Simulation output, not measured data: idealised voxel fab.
process module | voxel released beams
cross-section cut | 200 nm wide | cells 5 nm
A cross-section is a grid of square cells, given in bands from the top down. A band is one or more rows of cells.
Each band's line starts with the height of the band's top and of its bottom, in nm. Then come its materials from left to right, each with its width in nm. One material with "throughout" fills the band from edge to edge. "air" is empty space.
Height 0 is the level under which the wafer as received is all one material. The lowest band goes on downwards, as in "0 down".
A width such as "30 to 40" changes by the same amount from each row of cells to the next, from the band's top row to its bottom row.
"no change" after a step means that no cell of the cross-section changed.
closed voids: empty space of 8 cells or more with no open way to the top, each as width x height at its distance from the left edge, in nm
after a step's settings: what the simulator itself notes on the step
overlay nm, on a step with a mask: how far to the right of its planned place the mask lay; to the left if negative
plan
1 op RECEIVE | material Si
2 op CONFORMAL_DEP | material SiN | thk nm 10
3 op DIRECTIONAL_DEP | material SiO2 | thk nm 10
4 op MASKED_ETCH | tone open | mask id ANCHOR | width nm 30 | etch materials SiO2 | depth nm 5 | overlay nm 0
5 op CONFORMAL_DEP | material W | thk nm 10
6 op DIRECTIONAL_DEP | material aC | thk nm 15
7 op PATTERN | tone cover | mask id BEAM | material resist | width nm 90 | thk nm 35 | overlay nm 0
8 op DIRECTIONAL_ETCH | etch materials aC | depth nm 15
9 op STRIP | etch materials resist
10 op DIRECTIONAL_ETCH | etch materials W | depth nm 10
11 op STRIP | etch materials aC
12 op STRIP | etch materials SiO2
varied across the wafers: depth nm of step 4. The plan shows the first wafer's value. All wafers start alike
first wafer as received, after step 1
  0 down: Si throughout
  closed voids: none
first wafer at the end, after step 12
  10 to 0: SiN throughout
  0 down: Si throughout
  closed voids: none
last wafer at the end
  30 to 20: air 50 | W 15 | air 10 | W 65 | air 60
  20 to 10: air 55 | W 30 | air 115
  10 to 0: SiN throughout
  0 down: Si throughout
  closed voids: none
each wafer at the end: cells of each material gained (+) or lost (-) since it was received, then its closed voids
depth nm 5 | +80 SiN | closed voids: none
depth nm 10 | +80 SiN | +44 W | closed voids: none
depth nm 15 | +80 SiN | +44 W | closed voids: none
depth nm 20 | +80 SiN | +44 W | closed voids: none
depth nm 25 | +80 SiN | +44 W | closed voids: none
